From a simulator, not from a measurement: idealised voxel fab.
process module | voxel transistor to metal
cross-section cut | 145 nm wide | cells 5 nm
A cross-section is a grid of square cells, given in bands from the top down. A band is one or more rows of cells.
Each band's line starts with the height of the band's top and of its bottom, in nm. Then come its materials from left to right, each with its width in nm. One material with "throughout" fills the band from edge to edge. "air" is empty space.
Height 0 is the level under which the wafer as received is all one material. The lowest band goes on downwards, as in "0 down".
A width such as "30 to 40" changes by the same amount from each row of cells to the next, from the band's top row to its bottom row.
"no change" after a step means that no cell of the cross-section changed.
closed voids: empty space of 8 cells or more with no open way to the top, each as width x height at its distance from the left edge, in nm
after a step's settings: what the simulator itself notes on the step
overlay nm, on a step with a mask: how far to the right of its planned place the mask lay; to the left if negative
plan
1 op RECEIVE | material Si
2 op CONFORMAL_DEP | material SiO2 | thk nm 5
3 op CONFORMAL_DEP | material SiN | thk nm 10
4 op DIRECTIONAL_DEP | material aC | thk nm 10
5 op PATTERN | tone cover | mask id ACTIVE | material resist | width nm 105 | thk nm 25 | overlay nm 0
6 op DIRECTIONAL_ETCH | etch materials aC | depth nm 10
7 op STRIP | etch materials resist
8 op DIRECTIONAL_ETCH | etch materials SiN | depth nm 10
9 op DIRECTIONAL_ETCH | etch materials SiO2 | depth nm 5
10 op DIRECTIONAL_ETCH | etch materials Si | depth nm 25
11 op STRIP | etch materials aC
12 op FILL_DEP | material SiO2 | thk nm 15
13 op CMP | height nm 15
14 op SELECTIVE_ETCH | etch materials SiO2 | depth nm 5
15 op STRIP | etch materials SiN
16 op SELECTIVE_ETCH | etch materials SiO2 | depth nm 5
17 op OXIDIZE | depth nm 5
18 op DIRECTIONAL_DEP | material polySi | thk nm 30
19 op DIRECTIONAL_DEP | material SiCN | thk nm 10
20 op MASKED_ETCH | tone cover | mask id GATE | width nm 25 | etch materials SiCN | depth nm 20 | overlay nm 0
21 op MASKED_ETCH | tone cover | mask id GATE | width nm 25 | etch materials polySi | depth nm 40 | overlay nm 0
22 op CONFORMAL_DEP | material SiO2 | thk nm 5
23 op DIRECTIONAL_ETCH | etch materials SiO2 | depth nm 5
24 op CONFORMAL_DEP | material SiN | thk nm 10
25 op DIRECTIONAL_ETCH | etch materials SiN | depth nm 10
26 op DIRECTIONAL_ETCH | etch materials SiO2 | depth nm 5
27 op DIRECTIONAL_ETCH | etch materials Si | depth nm 5
28 op EPI | material nSi | thk nm 10
29 op FILL_DEP | material SiO2 | thk nm 10
30 op CMP | height nm 40
31 op DIRECTIONAL_DEP | material SiO2 | thk nm 15
32 op MASKED_ETCH | tone open | mask id CONTACT | width nm 15 | pitch nm 80 | etch materials SiO2 | depth nm 50 | overlay nm 0
33 op CONFORMAL_DEP | material TiN | thk nm 5
34 op FILL_DEP | material Ru | thk nm 10
35 op CMP | height nm 55
36 op CONFORMAL_DEP | material SiCN | thk nm 5
37 op DIRECTIONAL_DEP | material lowk | thk nm 25
38 op DIRECTIONAL_DEP | material aC | thk nm 15
39 op PATTERN | tone open | mask id METAL_1 | material resist | width nm 15 | pitch nm 80 | thk nm 30 | overlay nm 0
40 op DIRECTIONAL_ETCH | etch materials aC | depth nm 15
41 op STRIP | etch materials resist
42 op DIRECTIONAL_ETCH | etch materials lowk | depth nm 25
43 op DIRECTIONAL_ETCH | etch materials SiCN | depth nm 5
44 op STRIP | etch materials aC
45 op CONFORMAL_DEP | material TiN | thk nm 5
46 op FILL_DEP | material Cu | thk nm 10
47 op CMP | height nm 85
48 op CONFORMAL_DEP | material SiCN | thk nm 5
49 op DIRECTIONAL_DEP | material SiO2 | thk nm 25
50 op DIRECTIONAL_DEP | material aC | thk nm 10
51 op PATTERN | tone open | mask id METAL_2 | material resist | width nm 15 | pitch nm 80 | thk nm 30 | overlay nm 0
52 op DIRECTIONAL_ETCH | etch materials aC | depth nm 10
53 op STRIP | etch materials resist
54 op DIRECTIONAL_ETCH | etch materials SiO2 | depth nm 15
55 op STRIP | etch materials aC
56 op DIRECTIONAL_DEP | material aC | thk nm 15
57 op PATTERN | tone open | mask id METAL_2_HOLES | material resist | width nm 15 | pitch nm 80 | thk nm 30 | overlay nm 0
58 op DIRECTIONAL_ETCH | etch materials aC | depth nm 15
59 op STRIP | etch materials resist
60 op DIRECTIONAL_ETCH | etch materials SiO2 | depth nm 10
61 op DIRECTIONAL_ETCH | etch materials SiCN | depth nm 5
62 op STRIP | etch materials aC
63 op CONFORMAL_DEP | material TiN | thk nm 5
64 op FILL_DEP | material Cu | thk nm 10
65 op CMP | height nm 115
66 op CONFORMAL_DEP | material SiCN | thk nm 5
first wafer, as planned
as received, after step 1
  0 down: Si throughout
  closed voids: none
after step 2
  5 to 0: SiO2 throughout
  below 0: unchanged
after step 3
  15 to 5: SiN throughout
  below 5: unchanged
after step 4
  25 to 15: aC throughout
  below 15: unchanged
after step 5
  50 to 25: air 20 | resist 105 | air 20
  below 25: unchanged
after step 6
  40 to 25: air 20 | resist 105 | air 20
  25 to 15: air 20 | aC 105 | air 20
  below 15: unchanged
after step 7
  25 to 15: air 20 | aC 105 | air 20
  below 15: unchanged
after step 8
  25 to 15: air 20 | aC 105 | air 20
  15 to 5: air 20 | SiN 105 | air 20
  below 5: unchanged
after step 9
  25 to 15: air 20 | aC 105 | air 20
  15 to 5: air 20 | SiN 105 | air 20
  5 to 0: air 20 | SiO2 105 | air 20
  below 0: unchanged
after step 10
  25 to 15: air 20 | aC 105 | air 20
  15 to 5: air 20 | SiN 105 | air 20
  5 to 0: air 20 | SiO2 105 | air 20
  0 to -25: air 20 | Si 105 | air 20
  below -25: unchanged
after step 11
  15 to 5: air 20 | SiN 105 | air 20
  below 5: unchanged
after step 12
  30 to 15: SiO2 throughout
  15 to 5: SiO2 20 | SiN 105 | SiO2 20
  5 to 0: SiO2 throughout
  0 to -25: SiO2 20 | Si 105 | SiO2 20
  below -25: unchanged
after step 13
  15 to 5: SiO2 20 | SiN 105 | SiO2 20
  below 5: unchanged
after step 14
  15 to 10: air 20 | SiN 105 | air 20
  below 10: unchanged
after step 15
  10 to 5: SiO2 20 | air 105 | SiO2 20
  below 5: unchanged
after step 16
  5 to 0: SiO2 15 | air 115 | SiO2 15
  below 0: unchanged
after step 17
  5 to 0: SiO2 15 | air 115 | SiO2 15
  0 to -5: SiO2 throughout
  below -5: unchanged
after step 18
  35 to 30: polySi 15 | air 115 | polySi 15
  30 to 5: polySi throughout
  5 to 0: SiO2 15 | polySi 115 | SiO2 15
  below 0: unchanged
after step 19
  45 to 40: SiCN 15 | air 115 | SiCN 15
  40 to 35: SiCN throughout
  35 to 30: polySi 15 | SiCN 115 | polySi 15
  below 30: unchanged
after step 20
  40 to 35: air 60 | SiCN 25 | air 60
  35 to 30: polySi 15 | air 45 | SiCN 25 | air 45 | polySi 15
  below 30: unchanged
after step 21
  40 to 30: air 60 | SiCN 25 | air 60
  30 to 5: air 60 | polySi 25 | air 60
  5 to 0: SiO2 15 | air 45 | polySi 25 | air 45 | SiO2 15
  below 0: unchanged
after step 22
  45 to 40: air 55 | SiO2 35 | air 55
  40 to 30: air 55 | SiO2 5 | SiCN 25 | SiO2 5 | air 55
  30 to 10: air 55 | SiO2 5 | polySi 25 | SiO2 5 | air 55
  10 to 5: SiO2 20 | air 35 | SiO2 5 | polySi 25 | SiO2 5 | air 35 | SiO2 20
  5 to 0: SiO2 60 | polySi 25 | SiO2 60
  below 0: unchanged
after step 23
  40 to 30: air 55 | SiO2 5 | SiCN 25 | SiO2 5 | air 55
  30 to 5: air 55 | SiO2 5 | polySi 25 | SiO2 5 | air 55
  5 to 0: SiO2 20 | air 35 | SiO2 5 | polySi 25 | SiO2 5 | air 35 | SiO2 20
  below 0: unchanged
after step 24
  50 to 40: air 45 | SiN 55 | air 45
  40 to 30: air 45 | SiN 10 | SiO2 5 | SiCN 25 | SiO2 5 | SiN 10 | air 45
  30 to 15: air 45 | SiN 10 | SiO2 5 | polySi 25 | SiO2 5 | SiN 10 | air 45
  15 to 10: SiN 30 | air 15 | SiN 10 | SiO2 5 | polySi 25 | SiO2 5 | SiN 10 | air 15 | SiN 30
  10 to 5: SiN 55 | SiO2 5 | polySi 25 | SiO2 5 | SiN 55
  5 to 0: SiO2 20 | SiN 35 | SiO2 5 | polySi 25 | SiO2 5 | SiN 35 | SiO2 20
  below 0: unchanged
after step 25
  40 to 30: air 45 | SiN 10 | SiO2 5 | SiCN 25 | SiO2 5 | SiN 10 | air 45
  30 to 5: air 45 | SiN 10 | SiO2 5 | polySi 25 | SiO2 5 | SiN 10 | air 45
  5 to 0: SiO2 20 | SiN 10 | air 15 | SiN 10 | SiO2 5 | polySi 25 | SiO2 5 | SiN 10 | air 15 | SiN 10 | SiO2 20
  below 0: unchanged
after step 26
  40 to 35: air 45 | SiN 10 | air 5 | SiCN 25 | air 5 | SiN 10 | air 45
  35 to 30: air 45 | SiN 10 | SiO2 5 | SiCN 25 | SiO2 5 | SiN 10 | air 45
  30 to 5: air 45 | SiN 10 | SiO2 5 | polySi 25 | SiO2 5 | SiN 10 | air 45
  5 to 0: air 20 | SiN 10 | air 15 | SiN 10 | SiO2 5 | polySi 25 | SiO2 5 | SiN 10 | air 15 | SiN 10 | air 20
  0 to -5: SiO2 30 | air 15 | SiO2 55 | air 15 | SiO2 30
  below -5: unchanged
after step 27
  40 to 35: air 45 | SiN 10 | air 5 | SiCN 25 | air 5 | SiN 10 | air 45
  35 to 30: air 45 | SiN 10 | SiO2 5 | SiCN 25 | SiO2 5 | SiN 10 | air 45
  30 to 5: air 45 | SiN 10 | SiO2 5 | polySi 25 | SiO2 5 | SiN 10 | air 45
  5 to 0: air 20 | SiN 10 | air 15 | SiN 10 | SiO2 5 | polySi 25 | SiO2 5 | SiN 10 | air 15 | SiN 10 | air 20
  0 to -5: SiO2 30 | air 15 | SiO2 55 | air 15 | SiO2 30
  -5 to -10: SiO2 20 | Si 10 | air 15 | Si 55 | air 15 | Si 10 | SiO2 20
  below -10: unchanged
after step 28
  40 to 35: air 45 | SiN 10 | air 5 | SiCN 25 | air 5 | SiN 10 | air 45
  35 to 30: air 45 | SiN 10 | SiO2 5 | SiCN 25 | SiO2 5 | SiN 10 | air 45
  30 to 5: air 45 | SiN 10 | SiO2 5 | polySi 25 | SiO2 5 | SiN 10 | air 45
  5 to 0: air 20 | SiN 10 | nSi 15 | SiN 10 | SiO2 5 | polySi 25 | SiO2 5 | SiN 10 | nSi 15 | SiN 10 | air 20
  0 to -5: SiO2 30 | nSi 15 | SiO2 55 | nSi 15 | SiO2 30
  -5 to -10: SiO2 20 | Si 10 | nSi 15 | Si 55 | nSi 15 | Si 10 | SiO2 20
  below -10: unchanged
after step 29
  50 to 40: SiO2 throughout
  40 to 30: SiO2 45 | SiN 10 | SiO2 5 | SiCN 25 | SiO2 5 | SiN 10 | SiO2 45
  30 to 5: SiO2 45 | SiN 10 | SiO2 5 | polySi 25 | SiO2 5 | SiN 10 | SiO2 45
  5 to 0: SiO2 20 | SiN 10 | nSi 15 | SiN 10 | SiO2 5 | polySi 25 | SiO2 5 | SiN 10 | nSi 15 | SiN 10 | SiO2 20
  below 0: unchanged
after step 30
  40 to 30: SiO2 45 | SiN 10 | SiO2 5 | SiCN 25 | SiO2 5 | SiN 10 | SiO2 45
  below 30: unchanged
after step 31
  55 to 40: SiO2 throughout
  below 40: unchanged
after step 32
  55 to 40: SiO2 25 | air 15 | SiO2 65 | air 15 | SiO2 25
  40 to 30: SiO2 25 | air 15 | SiO2 5 | SiN 10 | SiO2 5 | SiCN 25 | SiO2 5 | SiN 10 | SiO2 5 | air 15 | SiO2 25
  30 to 5: SiO2 25 | air 15 | SiO2 5 | SiN 10 | SiO2 5 | polySi 25 | SiO2 5 | SiN 10 | SiO2 5 | air 15 | SiO2 25
  below 5: unchanged
after step 33
  60 to 55: TiN 30 | air 5 | TiN 75 | air 5 | TiN 30
  55 to 40: SiO2 25 | TiN 5 | air 5 | TiN 5 | SiO2 65 | TiN 5 | air 5 | TiN 5 | SiO2 25
  40 to 30: SiO2 25 | TiN 5 | air 5 | TiN 5 | SiO2 5 | SiN 10 | SiO2 5 | SiCN 25 | SiO2 5 | SiN 10 | SiO2 5 | TiN 5 | air 5 | TiN 5 | SiO2 25
  30 to 10: SiO2 25 | TiN 5 | air 5 | TiN 5 | SiO2 5 | SiN 10 | SiO2 5 | polySi 25 | SiO2 5 | SiN 10 | SiO2 5 | TiN 5 | air 5 | TiN 5 | SiO2 25
  10 to 5: SiO2 25 | TiN 15 | SiO2 5 | SiN 10 | SiO2 5 | polySi 25 | SiO2 5 | SiN 10 | SiO2 5 | TiN 15 | SiO2 25
  below 5: unchanged
after step 34
  70 to 60: Ru throughout
  60 to 55: TiN 30 | Ru 5 | TiN 75 | Ru 5 | TiN 30
  55 to 40: SiO2 25 | TiN 5 | Ru 5 | TiN 5 | SiO2 65 | TiN 5 | Ru 5 | TiN 5 | SiO2 25
  40 to 30: SiO2 25 | TiN 5 | Ru 5 | TiN 5 | SiO2 5 | SiN 10 | SiO2 5 | SiCN 25 | SiO2 5 | SiN 10 | SiO2 5 | TiN 5 | Ru 5 | TiN 5 | SiO2 25
  30 to 10: SiO2 25 | TiN 5 | Ru 5 | TiN 5 | SiO2 5 | SiN 10 | SiO2 5 | polySi 25 | SiO2 5 | SiN 10 | SiO2 5 | TiN 5 | Ru 5 | TiN 5 | SiO2 25
  below 10: unchanged
after step 35
  55 to 40: SiO2 25 | TiN 5 | Ru 5 | TiN 5 | SiO2 65 | TiN 5 | Ru 5 | TiN 5 | SiO2 25
  below 40: unchanged
after step 36
  60 to 55: SiCN throughout
  below 55: unchanged
after step 37
  85 to 60: lowk throughout
  below 60: unchanged
after step 38
  100 to 85: aC throughout
  below 85: unchanged
after step 39
  130 to 100: resist 25 | air 15 | resist 65 | air 15 | resist 25
  below 100: unchanged
after step 40
  115 to 100: resist 25 | air 15 | resist 65 | air 15 | resist 25
  100 to 85: aC 25 | air 15 | aC 65 | air 15 | aC 25
  below 85: unchanged
after step 41
  100 to 85: aC 25 | air 15 | aC 65 | air 15 | aC 25
  below 85: unchanged
after step 42
  100 to 85: aC 25 | air 15 | aC 65 | air 15 | aC 25
  85 to 60: lowk 25 | air 15 | lowk 65 | air 15 | lowk 25
  below 60: unchanged
after step 43
  100 to 85: aC 25 | air 15 | aC 65 | air 15 | aC 25
  85 to 60: lowk 25 | air 15 | lowk 65 | air 15 | lowk 25
  60 to 55: SiCN 25 | air 15 | SiCN 65 | air 15 | SiCN 25
  below 55: unchanged
after step 44
  85 to 60: lowk 25 | air 15 | lowk 65 | air 15 | lowk 25
  below 60: unchanged
after step 45
  90 to 85: TiN 30 | air 5 | TiN 75 | air 5 | TiN 30
  85 to 60: lowk 25 | TiN 5 | air 5 | TiN 5 | lowk 65 | TiN 5 | air 5 | TiN 5 | lowk 25
  60 to 55: SiCN 25 | TiN 15 | SiCN 65 | TiN 15 | SiCN 25
  below 55: unchanged
after step 46
  100 to 90: Cu throughout
  90 to 85: TiN 30 | Cu 5 | TiN 75 | Cu 5 | TiN 30
  85 to 60: lowk 25 | TiN 5 | Cu 5 | TiN 5 | lowk 65 | TiN 5 | Cu 5 | TiN 5 | lowk 25
  below 60: unchanged
after step 47
  85 to 60: lowk 25 | TiN 5 | Cu 5 | TiN 5 | lowk 65 | TiN 5 | Cu 5 | TiN 5 | lowk 25
  below 60: unchanged
after step 48
  90 to 85: SiCN throughout
  below 85: unchanged
after step 49
  115 to 90: SiO2 throughout
  below 90: unchanged
after step 50
  125 to 115: aC throughout
  below 115: unchanged
after step 51
  155 to 125: resist 25 | air 15 | resist 65 | air 15 | resist 25
  below 125: unchanged
after step 52
  145 to 125: resist 25 | air 15 | resist 65 | air 15 | resist 25
  125 to 115: aC 25 | air 15 | aC 65 | air 15 | aC 25
  below 115: unchanged
after step 53
  125 to 115: aC 25 | air 15 | aC 65 | air 15 | aC 25
  below 115: unchanged
after step 54
  125 to 115: aC 25 | air 15 | aC 65 | air 15 | aC 25
  115 to 100: SiO2 25 | air 15 | SiO2 65 | air 15 | SiO2 25
  below 100: unchanged
after step 55
  115 to 100: SiO2 25 | air 15 | SiO2 65 | air 15 | SiO2 25
  below 100: unchanged
after step 56
  130 to 115: aC 25 | air 15 | aC 65 | air 15 | aC 25
  115 to 100: SiO2 25 | aC 15 | SiO2 65 | aC 15 | SiO2 25
  below 100: unchanged
after step 57
  160 to 130: resist 25 | air 15 | resist 65 | air 15 | resist 25
  below 130: unchanged
after step 58
  145 to 130: resist 25 | air 15 | resist 65 | air 15 | resist 25
  130 to 115: aC 25 | air 15 | aC 65 | air 15 | aC 25
  115 to 100: SiO2 25 | air 15 | SiO2 65 | air 15 | SiO2 25
  below 100: unchanged
after step 59
  130 to 115: aC 25 | air 15 | aC 65 | air 15 | aC 25
  below 115: unchanged
after step 60
  130 to 115: aC 25 | air 15 | aC 65 | air 15 | aC 25
  115 to 90: SiO2 25 | air 15 | SiO2 65 | air 15 | SiO2 25
  below 90: unchanged
after step 61
  130 to 115: aC 25 | air 15 | aC 65 | air 15 | aC 25
  115 to 90: SiO2 25 | air 15 | SiO2 65 | air 15 | SiO2 25
  90 to 85: SiCN 25 | air 15 | SiCN 65 | air 15 | SiCN 25
  below 85: unchanged
after step 62
  115 to 90: SiO2 25 | air 15 | SiO2 65 | air 15 | SiO2 25
  below 90: unchanged
after step 63
  120 to 115: TiN 30 | air 5 | TiN 75 | air 5 | TiN 30
  115 to 90: SiO2 25 | TiN 5 | air 5 | TiN 5 | SiO2 65 | TiN 5 | air 5 | TiN 5 | SiO2 25
  90 to 85: SiCN 25 | TiN 15 | SiCN 65 | TiN 15 | SiCN 25
  below 85: unchanged
after step 64
  130 to 120: Cu throughout
  120 to 115: TiN 30 | Cu 5 | TiN 75 | Cu 5 | TiN 30
  115 to 90: SiO2 25 | TiN 5 | Cu 5 | TiN 5 | SiO2 65 | TiN 5 | Cu 5 | TiN 5 | SiO2 25
  below 90: unchanged
after step 65
  115 to 90: SiO2 25 | TiN 5 | Cu 5 | TiN 5 | SiO2 65 | TiN 5 | Cu 5 | TiN 5 | SiO2 25
  below 90: unchanged
after step 66
  120 to 115: SiCN throughout
  below 115: unchanged
second wafer: like start, like plan, one mistake. Through step 29 it matches the first wafer
when step 30 should have ended
  35 to 30: SiO2 45 | SiN 10 | SiO2 5 | SiCN 25 | SiO2 5 | SiN 10 | SiO2 45
  below 30: unchanged
when step 31 should have ended
  50 to 35: SiO2 throughout
  below 35: unchanged
when step 32 should have ended
  50 to 35: SiO2 25 | air 15 | SiO2 65 | air 15 | SiO2 25
  35 to 30: SiO2 25 | air 15 | SiO2 5 | SiN 10 | SiO2 5 | SiCN 25 | SiO2 5 | SiN 10 | SiO2 5 | air 15 | SiO2 25
  30 to 5: SiO2 25 | air 15 | SiO2 5 | SiN 10 | SiO2 5 | polySi 25 | SiO2 5 | SiN 10 | SiO2 5 | air 15 | SiO2 25
  below 5: unchanged
when step 33 should have ended
  55 to 50: TiN 30 | air 5 | TiN 75 | air 5 | TiN 30
  50 to 35: SiO2 25 | TiN 5 | air 5 | TiN 5 | SiO2 65 | TiN 5 | air 5 | TiN 5 | SiO2 25
  35 to 30: SiO2 25 | TiN 5 | air 5 | TiN 5 | SiO2 5 | SiN 10 | SiO2 5 | SiCN 25 | SiO2 5 | SiN 10 | SiO2 5 | TiN 5 | air 5 | TiN 5 | SiO2 25
  30 to 10: SiO2 25 | TiN 5 | air 5 | TiN 5 | SiO2 5 | SiN 10 | SiO2 5 | polySi 25 | SiO2 5 | SiN 10 | SiO2 5 | TiN 5 | air 5 | TiN 5 | SiO2 25
  10 to 5: SiO2 25 | TiN 15 | SiO2 5 | SiN 10 | SiO2 5 | polySi 25 | SiO2 5 | SiN 10 | SiO2 5 | TiN 15 | SiO2 25
  below 5: unchanged
when step 34 should have ended
  65 to 55: Ru throughout
  55 to 50: TiN 30 | Ru 5 | TiN 75 | Ru 5 | TiN 30
  50 to 35: SiO2 25 | TiN 5 | Ru 5 | TiN 5 | SiO2 65 | TiN 5 | Ru 5 | TiN 5 | SiO2 25
  35 to 30: SiO2 25 | TiN 5 | Ru 5 | TiN 5 | SiO2 5 | SiN 10 | SiO2 5 | SiCN 25 | SiO2 5 | SiN 10 | SiO2 5 | TiN 5 | Ru 5 | TiN 5 | SiO2 25
  30 to 10: SiO2 25 | TiN 5 | Ru 5 | TiN 5 | SiO2 5 | SiN 10 | SiO2 5 | polySi 25 | SiO2 5 | SiN 10 | SiO2 5 | TiN 5 | Ru 5 | TiN 5 | SiO2 25
  below 10: unchanged
when step 35 should have ended
  55 to 50: TiN 30 | Ru 5 | TiN 75 | Ru 5 | TiN 30
  below 50: unchanged
when step 36 should have ended
  60 to 55: SiCN throughout
  below 55: unchanged
when step 37 should have ended
  85 to 60: lowk throughout
  below 60: unchanged
when step 38 should have ended
  100 to 85: aC throughout
  below 85: unchanged
when step 39 should have ended
  130 to 100: resist 25 | air 15 | resist 65 | air 15 | resist 25
  below 100: unchanged
when step 40 should have ended
  115 to 100: resist 25 | air 15 | resist 65 | air 15 | resist 25
  100 to 85: aC 25 | air 15 | aC 65 | air 15 | aC 25
  below 85: unchanged
when step 41 should have ended
  100 to 85: aC 25 | air 15 | aC 65 | air 15 | aC 25
  below 85: unchanged
when step 42 should have ended
  100 to 85: aC 25 | air 15 | aC 65 | air 15 | aC 25
  85 to 60: lowk 25 | air 15 | lowk 65 | air 15 | lowk 25
  below 60: unchanged
when step 43 should have ended
  100 to 85: aC 25 | air 15 | aC 65 | air 15 | aC 25
  85 to 60: lowk 25 | air 15 | lowk 65 | air 15 | lowk 25
  60 to 55: SiCN 25 | air 15 | SiCN 65 | air 15 | SiCN 25
  below 55: unchanged
when step 44 should have ended
  85 to 60: lowk 25 | air 15 | lowk 65 | air 15 | lowk 25
  below 60: unchanged
when step 45 should have ended
  90 to 85: TiN 30 | air 5 | TiN 75 | air 5 | TiN 30
  85 to 60: lowk 25 | TiN 5 | air 5 | TiN 5 | lowk 65 | TiN 5 | air 5 | TiN 5 | lowk 25
  60 to 55: SiCN 25 | TiN 15 | SiCN 65 | TiN 15 | SiCN 25
  below 55: unchanged
when step 46 should have ended
  100 to 90: Cu throughout
  90 to 85: TiN 30 | Cu 5 | TiN 75 | Cu 5 | TiN 30
  85 to 60: lowk 25 | TiN 5 | Cu 5 | TiN 5 | lowk 65 | TiN 5 | Cu 5 | TiN 5 | lowk 25
  below 60: unchanged
when step 47 should have ended
  85 to 60: lowk 25 | TiN 5 | Cu 5 | TiN 5 | lowk 65 | TiN 5 | Cu 5 | TiN 5 | lowk 25
  below 60: unchanged
when step 48 should have ended
  90 to 85: SiCN throughout
  below 85: unchanged
when step 49 should have ended
  115 to 90: SiO2 throughout
  below 90: unchanged
when step 50 should have ended
  125 to 115: aC throughout
  below 115: unchanged
when step 51 should have ended
  155 to 125: resist 25 | air 15 | resist 65 | air 15 | resist 25
  below 125: unchanged
when step 52 should have ended
  145 to 125: resist 25 | air 15 | resist 65 | air 15 | resist 25
  125 to 115: aC 25 | air 15 | aC 65 | air 15 | aC 25
  below 115: unchanged
when step 53 should have ended
  125 to 115: aC 25 | air 15 | aC 65 | air 15 | aC 25
  below 115: unchanged
when step 54 should have ended
  125 to 115: aC 25 | air 15 | aC 65 | air 15 | aC 25
  115 to 100: SiO2 25 | air 15 | SiO2 65 | air 15 | SiO2 25
  below 100: unchanged
when step 55 should have ended
  115 to 100: SiO2 25 | air 15 | SiO2 65 | air 15 | SiO2 25
  below 100: unchanged
when step 56 should have ended
  130 to 115: aC 25 | air 15 | aC 65 | air 15 | aC 25
  115 to 100: SiO2 25 | aC 15 | SiO2 65 | aC 15 | SiO2 25
  below 100: unchanged
when step 57 should have ended
  160 to 130: resist 25 | air 15 | resist 65 | air 15 | resist 25
  below 130: unchanged
when step 58 should have ended
  145 to 130: resist 25 | air 15 | resist 65 | air 15 | resist 25
  130 to 115: aC 25 | air 15 | aC 65 | air 15 | aC 25
  115 to 100: SiO2 25 | air 15 | SiO2 65 | air 15 | SiO2 25
  below 100: unchanged
when step 59 should have ended
  130 to 115: aC 25 | air 15 | aC 65 | air 15 | aC 25
  below 115: unchanged
when step 60 should have ended
  130 to 115: aC 25 | air 15 | aC 65 | air 15 | aC 25
  115 to 90: SiO2 25 | air 15 | SiO2 65 | air 15 | SiO2 25
  below 90: unchanged
when step 61 should have ended
  130 to 115: aC 25 | air 15 | aC 65 | air 15 | aC 25
  115 to 90: SiO2 25 | air 15 | SiO2 65 | air 15 | SiO2 25
  90 to 85: SiCN 25 | air 15 | SiCN 65 | air 15 | SiCN 25
  below 85: unchanged
when step 62 should have ended
  115 to 90: SiO2 25 | air 15 | SiO2 65 | air 15 | SiO2 25
  below 90: unchanged
when step 63 should have ended
  120 to 115: TiN 30 | air 5 | TiN 75 | air 5 | TiN 30
  115 to 90: SiO2 25 | TiN 5 | air 5 | TiN 5 | SiO2 65 | TiN 5 | air 5 | TiN 5 | SiO2 25
  90 to 85: SiCN 25 | TiN 15 | SiCN 65 | TiN 15 | SiCN 25
  below 85: unchanged
when step 64 should have ended
  130 to 120: Cu throughout
  120 to 115: TiN 30 | Cu 5 | TiN 75 | Cu 5 | TiN 30
  115 to 90: SiO2 25 | TiN 5 | Cu 5 | TiN 5 | SiO2 65 | TiN 5 | Cu 5 | TiN 5 | SiO2 25
  below 90: unchanged
when step 65 should have ended
  115 to 90: SiO2 25 | TiN 5 | Cu 5 | TiN 5 | SiO2 65 | TiN 5 | Cu 5 | TiN 5 | SiO2 25
  below 90: unchanged
when step 66 should have ended
  120 to 115: SiCN throughout
  below 115: unchanged
what went wrong: step 30 ran as: op CMP | height nm 35
at the end the second wafer has, in cells: 5 fewer of SiCN | 4 fewer of SiN | 14 fewer of SiO2 | 23 more of TiN
